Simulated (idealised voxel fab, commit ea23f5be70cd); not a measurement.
process module | voxel wiring stack
cross-section cut | 225 nm wide | cells 5 nm
A cross-section is a grid of square cells, given in bands from the top down. A band is one or more rows of cells.
Each band's line starts with the height of the band's top and of its bottom, in nm. Then come its materials from left to right, each with its width in nm. One material with "throughout" fills the band from edge to edge. "air" is empty space.
Height 0 is the level under which the wafer as received is all one material. The lowest band goes on downwards, as in "0 down".
A width such as "30 to 40" changes by the same amount from each row of cells to the next, from the band's top row to its bottom row.
"no change" after a step means that no cell of the cross-section changed.
closed voids: empty space of 8 cells or more with no open way to the top, each as width x height at its distance from the left edge, in nm
after a step's settings: what the simulator itself notes on the step
overlay nm, on a step with a mask: how far to the right of its planned place the mask lay; to the left if negative
Each pair below shows a cross-section before one step and the cross-section after it, down to the lowest band that changed. The line under each pair gives the step between them, with its settings. The pairs can come from different runs of this module on the same starting wafer, so a pair continues from the pair above only where its "before" says so.
before
  0 down: Si throughout
  closed voids: none
after
  15 to 0: SiO2 throughout
  below 0: unchanged
  closed voids: none
the step between: op CONFORMAL_DEP | material SiO2 | thk nm 15
before: the cross-section after the pair above
after
  20 to 15: TiN throughout
  below 15: unchanged
  closed voids: none
the step between: op DIRECTIONAL_DEP | material TiN | thk nm 5
before: the cross-section after the pair above
after
  45 to 20: Ru throughout
  below 20: unchanged
  closed voids: none
the step between: op DIRECTIONAL_DEP | material Ru | thk nm 25
before: the cross-section after the pair above
after
  65 to 45: air 80 | resist 25 | air 15 | resist 25 | air 80
  below 45: unchanged
  closed voids: none
the step between: op PATTERN | tone cover | mask id METAL_1 | material resist | width nm 25 | pitch nm 40 | thk nm 20 | overlay nm 0
before: the cross-section after the pair above
after
  65 to 45: air 80 | resist 25 | air 15 | resist 25 | air 80
  45 to 20: air 80 | Ru 25 | air 15 | Ru 25 | air 80
  below 20: unchanged
  closed voids: none
the step between: op DIRECTIONAL_ETCH | etch materials Ru | depth nm 25
before: the cross-section after the pair above
after
  65 to 45: air 80 | resist 25 | air 15 | resist 25 | air 80
  45 to 20: air 80 | Ru 25 | air 15 | Ru 25 | air 80
  20 to 15: air 80 | TiN 25 | air 15 | TiN 25 | air 80
  below 15: unchanged
  closed voids: none
the step between: op DIRECTIONAL_ETCH | etch materials TiN | depth nm 5
before: the cross-section after the pair above
after
  45 to 20: air 80 | Ru 25 | air 15 | Ru 25 | air 80
  below 20: unchanged
  closed voids: none
the step between: op STRIP | etch materials resist
before: the cross-section after the pair above
after
  50 to 45: SiO2 throughout
  45 to 20: SiO2 80 | Ru 25 | SiO2 15 | Ru 25 | SiO2 80
  20 to 15: SiO2 80 | TiN 25 | SiO2 15 | TiN 25 | SiO2 80
  below 15: unchanged
  closed voids: none
the step between: op FILL_DEP | material SiO2 | thk nm 5
before: the cross-section after the pair above
after
  45 to 20: SiO2 80 | Ru 25 | SiO2 15 | Ru 25 | SiO2 80
  below 20: unchanged
  closed voids: none
the step between: op CMP | height nm 45
before: the cross-section after the pair above
after
  50 to 45: SiCN throughout
  below 45: unchanged
  closed voids: none
the step between: op CONFORMAL_DEP | material SiCN | thk nm 5
before: the cross-section after the pair above
after
  80 to 50: SiO2 throughout
  below 50: unchanged
  closed voids: none
the step between: op DIRECTIONAL_DEP | material SiO2 | thk nm 30
before: the cross-section after the pair above
after
  95 to 80: resist 80 | air 15 | resist 25 | air 15 | resist 90
  below 80: unchanged
  closed voids: none
the step between: op PATTERN | tone open | mask id METAL_2_HOLES | material resist | width nm 15 | pitch nm 40 | thk nm 15 | overlay nm 0
before: the cross-section after the pair above
after
  95 to 80: resist 80 | air 15 | resist 25 | air 15 | resist 90
  80 to 50: SiO2 80 | air 15 | SiO2 25 | air 15 | SiO2 90
  below 50: unchanged
  closed voids: none
the step between: op DIRECTIONAL_ETCH | etch materials SiO2 | depth nm 30
before: the cross-section after the pair above
after
  80 to 50: SiO2 80 | air 15 | SiO2 25 | air 15 | SiO2 90
  below 50: unchanged
  closed voids: none
the step between: op STRIP | etch materials resist
before: the cross-section after the pair above
after
  95 to 80: aC 80 | air 15 | aC 25 | air 15 | aC 90
  80 to 65: SiO2 80 | air 15 | SiO2 25 | air 15 | SiO2 90
  65 to 50: SiO2 80 | aC 15 | SiO2 25 | aC 15 | SiO2 90
  below 50: unchanged
  closed voids: none
the step between: op DIRECTIONAL_DEP | material aC | thk nm 15
before: the cross-section after the pair above
after
  130 to 95: resist 80 | air 25 | resist 15 | air 25 | resist 80
  below 95: unchanged
  closed voids: none
the step between: op PATTERN | tone open | mask id METAL_2 | material resist | width nm 25 | pitch nm 40 | thk nm 35 | overlay nm 0
before: the cross-section after the pair above
after
  115 to 95: resist 80 | air 25 | resist 15 | air 25 | resist 80
  95 to 80: aC 80 | air 25 | aC 15 | air 25 | aC 80
  80 to 50: SiO2 80 | air 15 | SiO2 25 | air 15 | SiO2 90
  below 50: unchanged
  closed voids: none
the step between: op DIRECTIONAL_ETCH | etch materials aC | depth nm 15
before: the cross-section after the pair above
after
  95 to 80: aC 80 | air 25 | aC 15 | air 25 | aC 80
  below 80: unchanged
  closed voids: none
the step between: op STRIP | etch materials resist
before: the cross-section after the pair above
after
  95 to 80: aC 80 | air 25 | aC 15 | air 25 | aC 80
  80 to 60: SiO2 80 | air 25 | SiO2 15 | air 25 | SiO2 80
  below 60: unchanged
  closed voids: none
the step between: op DIRECTIONAL_ETCH | etch materials SiO2 | depth nm 20
before: the cross-section after the pair above
after
  95 to 80: aC 80 | air 25 | aC 15 | air 25 | aC 80
  80 to 60: SiO2 80 | air 25 | SiO2 15 | air 25 | SiO2 80
  60 to 50: SiO2 80 | air 15 | SiO2 25 | air 15 | SiO2 90
  50 to 45: SiCN 80 | air 15 | SiCN 25 | air 15 | SiCN 90
  below 45: unchanged
  closed voids: none
the step between: op DIRECTIONAL_ETCH | etch materials SiCN | depth nm 5
before: the cross-section after the pair above
after
  80 to 60: SiO2 80 | air 25 | SiO2 15 | air 25 | SiO2 80
  below 60: unchanged
  closed voids: none
the step between: op STRIP | etch materials aC
before: the cross-section after the pair above
after
  85 to 80: TiN 85 | air 15 | TiN 25 | air 15 | TiN 85
  80 to 65: SiO2 80 | TiN 5 | air 15 | TiN 5 | SiO2 15 | TiN 5 | air 15 | TiN 5 | SiO2 80
  65 to 60: SiO2 80 | TiN 5 | air 5 | TiN 15 | SiO2 15 | TiN 5 | air 5 | TiN 15 | SiO2 80
  60 to 50: SiO2 80 | TiN 5 | air 5 | TiN 5 | SiO2 25 | TiN 5 | air 5 | TiN 5 | SiO2 90
  50 to 45: SiCN 80 | TiN 15 | SiCN 25 | TiN 15 | SiCN 90
  below 45: unchanged
  closed voids: none
the step between: op CONFORMAL_DEP | material TiN | thk nm 5
before: the cross-section after the pair above
after
  95 to 85: Ru throughout
  85 to 80: TiN 85 | Ru 15 | TiN 25 | Ru 15 | TiN 85
  80 to 65: SiO2 80 | TiN 5 | Ru 15 | TiN 5 | SiO2 15 | TiN 5 | Ru 15 | TiN 5 | SiO2 80
  65 to 60: SiO2 80 | TiN 5 | Ru 5 | TiN 15 | SiO2 15 | TiN 5 | Ru 5 | TiN 15 | SiO2 80
  60 to 50: SiO2 80 | TiN 5 | Ru 5 | TiN 5 | SiO2 25 | TiN 5 | Ru 5 | TiN 5 | SiO2 90
  below 50: unchanged
  closed voids: none
the step between: op FILL_DEP | material Ru | thk nm 10
before: the cross-section after the pair above
after
  80 to 65: SiO2 80 | TiN 5 | Ru 15 | TiN 5 | SiO2 15 | TiN 5 | Ru 15 | TiN 5 | SiO2 80
  below 65: unchanged
  closed voids: none
the step between: op CMP | height nm 80
before: the cross-section after the pair above
after
  85 to 80: SiCN throughout
  below 80: unchanged
  closed voids: none
the step between: op CONFORMAL_DEP | material SiCN | thk nm 5
before: the cross-section after the pair above
after
  120 to 85: SiO2 throughout
  below 85: unchanged
  closed voids: none
the step between: op DIRECTIONAL_DEP | material SiO2 | thk nm 35
before: the cross-section after the pair above
after
  120 to 85: SiO2 80 | air 15 | SiO2 130
  below 85: unchanged
  closed voids: none
the step between: op MASKED_ETCH | tone open | mask id METAL_3_HOLES | width nm 15 | etch materials SiO2 | depth nm 35 | overlay nm 0
before: the cross-section after the pair above
after
  130 to 120: aC 80 | air 15 | aC 130
  120 to 95: SiO2 80 | air 15 | SiO2 130
  95 to 85: SiO2 80 | aC 15 | SiO2 130
  below 85: unchanged
  closed voids: none
the step between: op DIRECTIONAL_DEP | material aC | thk nm 10
before: the cross-section after the pair above
after
  155 to 130: resist 80 | air 25 | resist 15 | air 25 | resist 80
  below 130: unchanged
  closed voids: none
the step between: op PATTERN | tone open | mask id METAL_3 | material resist | width nm 25 | pitch nm 40 | thk nm 25 | overlay nm 0
before: the cross-section after the pair above
after
  145 to 130: resist 80 | air 25 | resist 15 | air 25 | resist 80
  130 to 120: aC 80 | air 25 | aC 15 | air 25 | aC 80
  120 to 85: SiO2 80 | air 15 | SiO2 130
  below 85: unchanged
  closed voids: none
the step between: op DIRECTIONAL_ETCH | etch materials aC | depth nm 10
before: the cross-section after the pair above
after
  130 to 120: aC 80 | air 25 | aC 15 | air 25 | aC 80
  below 120: unchanged
  closed voids: none
the step between: op STRIP | etch materials resist
before: the cross-section after the pair above
after
  130 to 120: aC 80 | air 25 | aC 15 | air 25 | aC 80
  120 to 100: SiO2 80 | air 25 | SiO2 15 | air 25 | SiO2 80
  below 100: unchanged
  closed voids: none
the step between: op DIRECTIONAL_ETCH | etch materials SiO2 | depth nm 20
before: the cross-section after the pair above
after
  130 to 120: aC 80 | air 25 | aC 15 | air 25 | aC 80
  120 to 100: SiO2 80 | air 25 | SiO2 15 | air 25 | SiO2 80
  100 to 85: SiO2 80 | air 15 | SiO2 130
  85 to 80: SiCN 80 | air 15 | SiCN 130
  below 80: unchanged
  closed voids: none
the step between: op DIRECTIONAL_ETCH | etch materials SiCN | depth nm 5
before: the cross-section after the pair above
after
  120 to 100: SiO2 80 | air 25 | SiO2 15 | air 25 | SiO2 80
  below 100: unchanged
  closed voids: none
the step between: op STRIP | etch materials aC
before: the cross-section after the pair above
after
  125 to 120: TiN 85 | air 15 | TiN 25 | air 15 | TiN 85
  120 to 105: SiO2 80 | TiN 5 | air 15 | TiN 5 | SiO2 15 | TiN 5 | air 15 | TiN 5 | SiO2 80
  105 to 100: SiO2 80 | TiN 5 | air 5 | TiN 15 | SiO2 15 | TiN 25 | SiO2 80
  100 to 85: SiO2 80 | TiN 5 | air 5 | TiN 5 | SiO2 130
  85 to 80: SiCN 80 | TiN 15 | SiCN 130
  below 80: unchanged
  closed voids: none
the step between: op CONFORMAL_DEP | material TiN | thk nm 5
before: the cross-section after the pair above
after
  135 to 125: Cu throughout
  125 to 120: TiN 85 | Cu 15 | TiN 25 | Cu 15 | TiN 85
  120 to 105: SiO2 80 | TiN 5 | Cu 15 | TiN 5 | SiO2 15 | TiN 5 | Cu 15 | TiN 5 | SiO2 80
  105 to 100: SiO2 80 | TiN 5 | Cu 5 | TiN 15 | SiO2 15 | TiN 25 | SiO2 80
  100 to 85: SiO2 80 | TiN 5 | Cu 5 | TiN 5 | SiO2 130
  below 85: unchanged
  closed voids: none
the step between: op FILL_DEP | material Cu | thk nm 10
before: the cross-section after the pair above
after
  120 to 105: SiO2 80 | TiN 5 | Cu 15 | TiN 5 | SiO2 15 | TiN 5 | Cu 15 | TiN 5 | SiO2 80
  below 105: unchanged
  closed voids: none
the step between: op CMP | height nm 120
before: the cross-section after the pair above
after
  125 to 120: SiCN throughout
  below 120: unchanged
  closed voids: none
the step between: op CONFORMAL_DEP | material SiCN | thk nm 5
before: the cross-section after the pair above
after
  150 to 125: SiO2 throughout
  below 125: unchanged
  closed voids: none
the step between: op DIRECTIONAL_DEP | material SiO2 | thk nm 25
before: the cross-section after the pair above
after
  165 to 150: resist 80 | air 15 | resist 130
  below 150: unchanged
  closed voids: none
the step between: op PATTERN | tone open | mask id METAL_4_HOLES | material resist | width nm 15 | thk nm 15 | overlay nm 0
before: the cross-section after the pair above
after
  165 to 150: resist 80 | air 15 | resist 130
  150 to 125: SiO2 80 | air 15 | SiO2 130
  below 125: unchanged
  closed voids: none
the step between: op DIRECTIONAL_ETCH | etch materials SiO2 | depth nm 25
before: the cross-section after the pair above
after
  150 to 125: SiO2 80 | air 15 | SiO2 130
  below 125: unchanged
  closed voids: none
the step between: op STRIP | etch materials resist
before: the cross-section after the pair above
after
  150 to 135: SiO2 80 | air 25 | SiO2 15 | air 25 | SiO2 80
  below 135: unchanged
  closed voids: none
the step between: op MASKED_ETCH | tone open | mask id METAL_4 | width nm 25 | pitch nm 40 | etch materials SiO2 | depth nm 15 | overlay nm 0
before: the cross-section after the pair above
after
  150 to 135: SiO2 80 | air 25 | SiO2 15 | air 25 | SiO2 80
  135 to 125: SiO2 80 | air 15 | SiO2 130
  125 to 120: SiCN 80 | air 15 | SiCN 130
  below 120: unchanged
  closed voids: none
the step between: op MASKED_ETCH | tone open | mask id METAL_4 | width nm 25 | pitch nm 40 | etch materials SiCN | depth nm 5 | overlay nm 0
before: the cross-section after the pair above
after
  155 to 150: TiN 85 | air 15 | TiN 25 | air 15 | TiN 85
  150 to 140: SiO2 80 | TiN 5 | air 15 | TiN 5 | SiO2 15 | TiN 5 | air 15 | TiN 5 | SiO2 80
  140 to 135: SiO2 80 | TiN 5 | air 5 | TiN 15 | SiO2 15 | TiN 25 | SiO2 80
  135 to 125: SiO2 80 | TiN 5 | air 5 | TiN 5 | SiO2 130
  125 to 120: SiCN 80 | TiN 15 | SiCN 130
  below 120: unchanged
  closed voids: none
the step between: op CONFORMAL_DEP | material TiN | thk nm 5
before: the cross-section after the pair above
after
  165 to 155: Ru throughout
  155 to 150: TiN 85 | Ru 15 | TiN 25 | Ru 15 | TiN 85
  150 to 140: SiO2 80 | TiN 5 | Ru 15 | TiN 5 | SiO2 15 | TiN 5 | Ru 15 | TiN 5 | SiO2 80
  140 to 135: SiO2 80 | TiN 5 | Ru 5 | TiN 15 | SiO2 15 | TiN 25 | SiO2 80
  135 to 125: SiO2 80 | TiN 5 | Ru 5 | TiN 5 | SiO2 130
  below 125: unchanged
  closed voids: none
the step between: op FILL_DEP | material Ru | thk nm 10
before: the cross-section after the pair above
after
  150 to 140: SiO2 80 | TiN 5 | Ru 15 | TiN 5 | SiO2 15 | TiN 5 | Ru 15 | TiN 5 | SiO2 80
  below 140: unchanged
  closed voids: none
the step between: op CMP | height nm 150
before: the cross-section after the pair above
after
  155 to 150: SiN throughout
  below 150: unchanged
  closed voids: none
the step between: op CONFORMAL_DEP | material SiN | thk nm 5
before
  15 to 0: SiO2 throughout
  0 down: Si throughout
  closed voids: none
after
  40 to 15: Ru throughout
  below 15: unchanged
  closed voids: none
the step between: op DIRECTIONAL_DEP | material Ru | thk nm 25
before: the cross-section after the pair above
after
  60 to 40: air 80 | resist 25 | air 15 | resist 25 | air 80
  below 40: unchanged
  closed voids: none
the step between: op PATTERN | tone cover | mask id METAL_1 | material resist | width nm 25 | pitch nm 40 | thk nm 20 | overlay nm 0
before: the cross-section after the pair above
after
  60 to 40: air 80 | resist 25 | air 15 | resist 25 | air 80
  40 to 15: air 80 | Ru 25 | air 15 | Ru 25 | air 80
  below 15: unchanged
  closed voids: none
the step between: op DIRECTIONAL_ETCH | etch materials Ru | depth nm 25
before: the cross-section after the pair above
after
  40 to 15: air 80 | Ru 25 | air 15 | Ru 25 | air 80
  below 15: unchanged
  closed voids: none
the step between: op STRIP | etch materials resist
before: the cross-section after the pair above
after
  45 to 40: SiO2 throughout
  40 to 15: SiO2 80 | Ru 25 | SiO2 15 | Ru 25 | SiO2 80
  below 15: unchanged
  closed voids: none
the step between: op FILL_DEP | material SiO2 | thk nm 5
before: the cross-section after the pair above
after
  50 to 45: SiCN throughout
  below 45: unchanged
  closed voids: none
the step between: op CONFORMAL_DEP | material SiCN | thk nm 5
before: the cross-section after the pair above
after
  80 to 50: SiO2 throughout
  below 50: unchanged
  closed voids: none
the step between: op DIRECTIONAL_DEP | material SiO2 | thk nm 30
before: the cross-section after the pair above
after
  95 to 80: resist 80 | air 15 | resist 25 | air 15 | resist 90
  below 80: unchanged
  closed voids: none
the step between: op PATTERN | tone open | mask id METAL_2_HOLES | material resist | width nm 15 | pitch nm 40 | thk nm 15 | overlay nm 0
before: the cross-section after the pair above
after
  95 to 80: resist 80 | air 15 | resist 25 | air 15 | resist 90
  80 to 50: SiO2 80 | air 15 | SiO2 25 | air 15 | SiO2 90
  below 50: unchanged
  closed voids: none
the step between: op DIRECTIONAL_ETCH | etch materials SiO2 | depth nm 30
before: the cross-section after the pair above
after
  80 to 50: SiO2 80 | air 15 | SiO2 25 | air 15 | SiO2 90
  below 50: unchanged
  closed voids: none
the step between: op STRIP | etch materials resist
before: the cross-section after the pair above
after
  95 to 80: aC 80 | air 15 | aC 25 | air 15 | aC 90
  80 to 65: SiO2 80 | air 15 | SiO2 25 | air 15 | SiO2 90
  65 to 50: SiO2 80 | aC 15 | SiO2 25 | aC 15 | SiO2 90
  below 50: unchanged
  closed voids: none
the step between: op DIRECTIONAL_DEP | material aC | thk nm 15
before: the cross-section after the pair above
after
  130 to 95: resist 80 | air 25 | resist 15 | air 25 | resist 80
  below 95: unchanged
  closed voids: none
the step between: op PATTERN | tone open | mask id METAL_2 | material resist | width nm 25 | pitch nm 40 | thk nm 35 | overlay nm 0
before: the cross-section after the pair above
after
  115 to 95: resist 80 | air 25 | resist 15 | air 25 | resist 80
  95 to 80: aC 80 | air 25 | aC 15 | air 25 | aC 80
  80 to 50: SiO2 80 | air 15 | SiO2 25 | air 15 | SiO2 90
  below 50: unchanged
  closed voids: none
the step between: op DIRECTIONAL_ETCH | etch materials aC | depth nm 15
before: the cross-section after the pair above
after
  95 to 80: aC 80 | air 25 | aC 15 | air 25 | aC 80
  below 80: unchanged
  closed voids: none
the step between: op STRIP | etch materials resist
before: the cross-section after the pair above
after
  95 to 80: aC 80 | air 25 | aC 15 | air 25 | aC 80
  80 to 60: SiO2 80 | air 25 | SiO2 15 | air 25 | SiO2 80
  below 60: unchanged
  closed voids: none
the step between: op DIRECTIONAL_ETCH | etch materials SiO2 | depth nm 20
before: the cross-section after the pair above
after
  95 to 80: aC 80 | air 25 | aC 15 | air 25 | aC 80
  80 to 60: SiO2 80 | air 25 | SiO2 15 | air 25 | SiO2 80
  60 to 50: SiO2 80 | air 15 | SiO2 25 | air 15 | SiO2 90
  50 to 45: SiCN 80 | air 15 | SiCN 25 | air 15 | SiCN 90
  below 45: unchanged
  closed voids: none
the step between: op DIRECTIONAL_ETCH | etch materials SiCN | depth nm 5
before: the cross-section after the pair above
after
  80 to 60: SiO2 80 | air 25 | SiO2 15 | air 25 | SiO2 80
  below 60: unchanged
  closed voids: none
the step between: op STRIP | etch materials aC
before: the cross-section after the pair above
after
  85 to 80: TiN 85 | air 15 | TiN 25 | air 15 | TiN 85
  80 to 65: SiO2 80 | TiN 5 | air 15 | TiN 5 | SiO2 15 | TiN 5 | air 15 | TiN 5 | SiO2 80
  65 to 60: SiO2 80 | TiN 5 | air 5 | TiN 15 | SiO2 15 | TiN 5 | air 5 | TiN 15 | SiO2 80
  60 to 50: SiO2 80 | TiN 5 | air 5 | TiN 5 | SiO2 25 | TiN 5 | air 5 | TiN 5 | SiO2 90
  50 to 45: SiCN 80 | TiN 15 | SiCN 25 | TiN 15 | SiCN 90
  below 45: unchanged
  closed voids: none
the step between: op CONFORMAL_DEP | material TiN | thk nm 5
before: the cross-section after the pair above
after
  95 to 85: Ru throughout
  85 to 80: TiN 85 | Ru 15 | TiN 25 | Ru 15 | TiN 85
  80 to 65: SiO2 80 | TiN 5 | Ru 15 | TiN 5 | SiO2 15 | TiN 5 | Ru 15 | TiN 5 | SiO2 80
  65 to 60: SiO2 80 | TiN 5 | Ru 5 | TiN 15 | SiO2 15 | TiN 5 | Ru 5 | TiN 15 | SiO2 80
  60 to 50: SiO2 80 | TiN 5 | Ru 5 | TiN 5 | SiO2 25 | TiN 5 | Ru 5 | TiN 5 | SiO2 90
  below 50: unchanged
  closed voids: none
the step between: op FILL_DEP | material Ru | thk nm 10
before: the cross-section after the pair above
after
  80 to 65: SiO2 80 | TiN 5 | Ru 15 | TiN 5 | SiO2 15 | TiN 5 | Ru 15 | TiN 5 | SiO2 80
  below 65: unchanged
  closed voids: none
the step between: op CMP | height nm 80
before: the cross-section after the pair above
after
  85 to 80: SiCN throughout
  below 80: unchanged
  closed voids: none
the step between: op CONFORMAL_DEP | material SiCN | thk nm 5
before: the cross-section after the pair above
after
  120 to 85: SiO2 throughout
  below 85: unchanged
  closed voids: none
the step between: op DIRECTIONAL_DEP | material SiO2 | thk nm 35
before: the cross-section after the pair above
after
  120 to 85: SiO2 80 | air 15 | SiO2 130
  below 85: unchanged
  closed voids: none
the step between: op MASKED_ETCH | tone open | mask id METAL_3_HOLES | width nm 15 | etch materials SiO2 | depth nm 35 | overlay nm 0
before: the cross-section after the pair above
after
  130 to 120: aC 80 | air 15 | aC 130
  120 to 95: SiO2 80 | air 15 | SiO2 130
  95 to 85: SiO2 80 | aC 15 | SiO2 130
  below 85: unchanged
  closed voids: none
the step between: op DIRECTIONAL_DEP | material aC | thk nm 10
before: the cross-section after the pair above
after
  155 to 130: resist 80 | air 25 | resist 15 | air 25 | resist 80
  below 130: unchanged
  closed voids: none
the step between: op PATTERN | tone open | mask id METAL_3 | material resist | width nm 25 | pitch nm 40 | thk nm 25 | overlay nm 0
before: the cross-section after the pair above
after
  145 to 130: resist 80 | air 25 | resist 15 | air 25 | resist 80
  130 to 120: aC 80 | air 25 | aC 15 | air 25 | aC 80
  120 to 85: SiO2 80 | air 15 | SiO2 130
  below 85: unchanged
  closed voids: none
the step between: op DIRECTIONAL_ETCH | etch materials aC | depth nm 10
before: the cross-section after the pair above
after
  130 to 120: aC 80 | air 25 | aC 15 | air 25 | aC 80
  below 120: unchanged
  closed voids: none
the step between: op STRIP | etch materials resist
before: the cross-section after the pair above
after
  130 to 120: aC 80 | air 25 | aC 15 | air 25 | aC 80
  120 to 100: SiO2 80 | air 25 | SiO2 15 | air 25 | SiO2 80
  below 100: unchanged
  closed voids: none
the step between: op DIRECTIONAL_ETCH | etch materials SiO2 | depth nm 20
before: the cross-section after the pair above
after
  130 to 120: aC 80 | air 25 | aC 15 | air 25 | aC 80
  120 to 100: SiO2 80 | air 25 | SiO2 15 | air 25 | SiO2 80
  100 to 85: SiO2 80 | air 15 | SiO2 130
  85 to 80: SiCN 80 | air 15 | SiCN 130
  below 80: unchanged
  closed voids: none
the step between: op DIRECTIONAL_ETCH | etch materials SiCN | depth nm 5
before: the cross-section after the pair above
after
  120 to 100: SiO2 80 | air 25 | SiO2 15 | air 25 | SiO2 80
  below 100: unchanged
  closed voids: none
the step between: op STRIP | etch materials aC
before: the cross-section after the pair above
after
  125 to 120: TiN 85 | air 15 | TiN 25 | air 15 | TiN 85
  120 to 105: SiO2 80 | TiN 5 | air 15 | TiN 5 | SiO2 15 | TiN 5 | air 15 | TiN 5 | SiO2 80
  105 to 100: SiO2 80 | TiN 5 | air 5 | TiN 15 | SiO2 15 | TiN 25 | SiO2 80
  100 to 85: SiO2 80 | TiN 5 | air 5 | TiN 5 | SiO2 130
  85 to 80: SiCN 80 | TiN 15 | SiCN 130
  below 80: unchanged
  closed voids: none
the step between: op CONFORMAL_DEP | material TiN | thk nm 5
before: the cross-section after the pair above
after
  135 to 125: Cu throughout
  125 to 120: TiN 85 | Cu 15 | TiN 25 | Cu 15 | TiN 85
  120 to 105: SiO2 80 | TiN 5 | Cu 15 | TiN 5 | SiO2 15 | TiN 5 | Cu 15 | TiN 5 | SiO2 80
  105 to 100: SiO2 80 | TiN 5 | Cu 5 | TiN 15 | SiO2 15 | TiN 25 | SiO2 80
  100 to 85: SiO2 80 | TiN 5 | Cu 5 | TiN 5 | SiO2 130
  below 85: unchanged
  closed voids: none
the step between: op FILL_DEP | material Cu | thk nm 10
before: the cross-section after the pair above
after
  120 to 105: SiO2 80 | TiN 5 | Cu 15 | TiN 5 | SiO2 15 | TiN 5 | Cu 15 | TiN 5 | SiO2 80
  below 105: unchanged
  closed voids: none
the step between: op CMP | height nm 120
before: the cross-section after the pair above
after
  125 to 120: SiCN throughout
  below 120: unchanged
  closed voids: none
the step between: op CONFORMAL_DEP | material SiCN | thk nm 5
before: the cross-section after the pair above
after
  150 to 125: SiO2 throughout
  below 125: unchanged
  closed voids: none
the step between: op DIRECTIONAL_DEP | material SiO2 | thk nm 25
before: the cross-section after the pair above
after
  165 to 150: resist 80 | air 15 | resist 130
  below 150: unchanged
  closed voids: none
the step between: op PATTERN | tone open | mask id METAL_4_HOLES | material resist | width nm 15 | thk nm 15 | overlay nm 0
before: the cross-section after the pair above
after
  165 to 150: resist 80 | air 15 | resist 130
  150 to 125: SiO2 80 | air 15 | SiO2 130
  below 125: unchanged
  closed voids: none
the step between: op DIRECTIONAL_ETCH | etch materials SiO2 | depth nm 25
before: the cross-section after the pair above
after
  150 to 125: SiO2 80 | air 15 | SiO2 130
  below 125: unchanged
  closed voids: none
the step between: op STRIP | etch materials resist
before: the cross-section after the pair above
after
  150 to 135: SiO2 80 | air 25 | SiO2 15 | air 25 | SiO2 80
  below 135: unchanged
  closed voids: none
the step between: op MASKED_ETCH | tone open | mask id METAL_4 | width nm 25 | pitch nm 40 | etch materials SiO2 | depth nm 15 | overlay nm 0
before: the cross-section after the pair above
after
  150 to 135: SiO2 80 | air 25 | SiO2 15 | air 25 | SiO2 80
  135 to 125: SiO2 80 | air 15 | SiO2 130
  125 to 120: SiCN 80 | air 15 | SiCN 130
  below 120: unchanged
  closed voids: none
the step between: op MASKED_ETCH | tone open | mask id METAL_4 | width nm 25 | pitch nm 40 | etch materials SiCN | depth nm 5 | overlay nm 0
before: the cross-section after the pair above
after
  155 to 150: TiN 85 | air 15 | TiN 25 | air 15 | TiN 85
  150 to 140: SiO2 80 | TiN 5 | air 15 | TiN 5 | SiO2 15 | TiN 5 | air 15 | TiN 5 | SiO2 80
  140 to 135: SiO2 80 | TiN 5 | air 5 | TiN 15 | SiO2 15 | TiN 25 | SiO2 80
  135 to 125: SiO2 80 | TiN 5 | air 5 | TiN 5 | SiO2 130
  125 to 120: SiCN 80 | TiN 15 | SiCN 130
  below 120: unchanged
  closed voids: none
the step between: op CONFORMAL_DEP | material TiN | thk nm 5
before: the cross-section after the pair above
after
  165 to 155: Ru throughout
  155 to 150: TiN 85 | Ru 15 | TiN 25 | Ru 15 | TiN 85
  150 to 140: SiO2 80 | TiN 5 | Ru 15 | TiN 5 | SiO2 15 | TiN 5 | Ru 15 | TiN 5 | SiO2 80
  140 to 135: SiO2 80 | TiN 5 | Ru 5 | TiN 15 | SiO2 15 | TiN 25 | SiO2 80
  135 to 125: SiO2 80 | TiN 5 | Ru 5 | TiN 5 | SiO2 130
  below 125: unchanged
  closed voids: none
the step between: op FILL_DEP | material Ru | thk nm 10
before: the cross-section after the pair above
after
  150 to 140: SiO2 80 | TiN 5 | Ru 15 | TiN 5 | SiO2 15 | TiN 5 | Ru 15 | TiN 5 | SiO2 80
  below 140: unchanged
  closed voids: none
the step between: op CMP | height nm 150
before: the cross-section after the pair above
after
  155 to 150: SiN throughout
  below 150: unchanged
  closed voids: none
the step between: op CONFORMAL_DEP | material SiN | thk nm 5
before
  150 to 125: SiO2 throughout
  125 to 120: SiCN throughout
  120 to 105: SiO2 80 | TiN 5 | Cu 15 | TiN 5 | SiO2 15 | TiN 5 | Cu 15 | TiN 5 | SiO2 80
  105 to 100: SiO2 80 | TiN 5 | Cu 5 | TiN 15 | SiO2 15 | TiN 25 | SiO2 80
  100 to 85: SiO2 80 | TiN 5 | Cu 5 | TiN 5 | SiO2 130
  85 to 80: SiCN 80 | TiN 15 | SiCN 130
  80 to 65: SiO2 80 | TiN 5 | Ru 15 | TiN 5 | SiO2 15 | TiN 5 | Ru 15 | TiN 5 | SiO2 80
  65 to 60: SiO2 80 | TiN 5 | Ru 5 | TiN 15 | SiO2 15 | TiN 5 | Ru 5 | TiN 15 | SiO2 80
  60 to 50: SiO2 80 | TiN 5 | Ru 5 | TiN 5 | SiO2 25 | TiN 5 | Ru 5 | TiN 5 | SiO2 90
  50 to 45: SiCN 80 | TiN 15 | SiCN 25 | TiN 15 | SiCN 90
  45 to 20: SiO2 80 | Ru 25 | SiO2 15 | Ru 25 | SiO2 80
  20 to 15: SiO2 80 | TiN 25 | SiO2 15 | TiN 25 | SiO2 80
  15 to 0: SiO2 throughout
  0 down: Si throughout
  closed voids: none
after
  175 to 125: SiO2 throughout
  below 125: unchanged
  closed voids: none
the step between: op DIRECTIONAL_DEP | material SiO2 | thk nm 25
before: the cross-section after the pair above
after
  190 to 175: resist 80 | air 15 | resist 130
  below 175: unchanged
  closed voids: none
the step between: op PATTERN | tone open | mask id METAL_4_HOLES | material resist | width nm 15 | thk nm 15 | overlay nm 0
before: the cross-section after the pair above
after
  190 to 175: resist 80 | air 15 | resist 130
  175 to 150: SiO2 80 | air 15 | SiO2 130
  below 150: unchanged
  closed voids: none
the step between: op DIRECTIONAL_ETCH | etch materials SiO2 | depth nm 25
before: the cross-section after the pair above
after
  175 to 150: SiO2 80 | air 15 | SiO2 130
  below 150: unchanged
  closed voids: none
the step between: op STRIP | etch materials resist
before: the cross-section after the pair above
after
  175 to 160: SiO2 80 | air 25 | SiO2 15 | air 25 | SiO2 80
  160 to 135: SiO2 80 | air 15 | SiO2 130
  below 135: unchanged
  closed voids: none
the step between: op MASKED_ETCH | tone open | mask id METAL_4 | width nm 25 | pitch nm 40 | etch materials SiO2 | depth nm 15 | overlay nm 0
before: the cross-section after the pair above
after
  180 to 175: TiN 85 | air 15 | TiN 25 | air 15 | TiN 85
  175 to 165: SiO2 80 | TiN 5 | air 15 | TiN 5 | SiO2 15 | TiN 5 | air 15 | TiN 5 | SiO2 80
  165 to 160: SiO2 80 | TiN 5 | air 5 | TiN 15 | SiO2 15 | TiN 25 | SiO2 80
  160 to 140: SiO2 80 | TiN 5 | air 5 | TiN 5 | SiO2 130
  140 to 135: SiO2 80 | TiN 15 | SiO2 130
  below 135: unchanged
  closed voids: none
the step between: op CONFORMAL_DEP | material TiN | thk nm 5
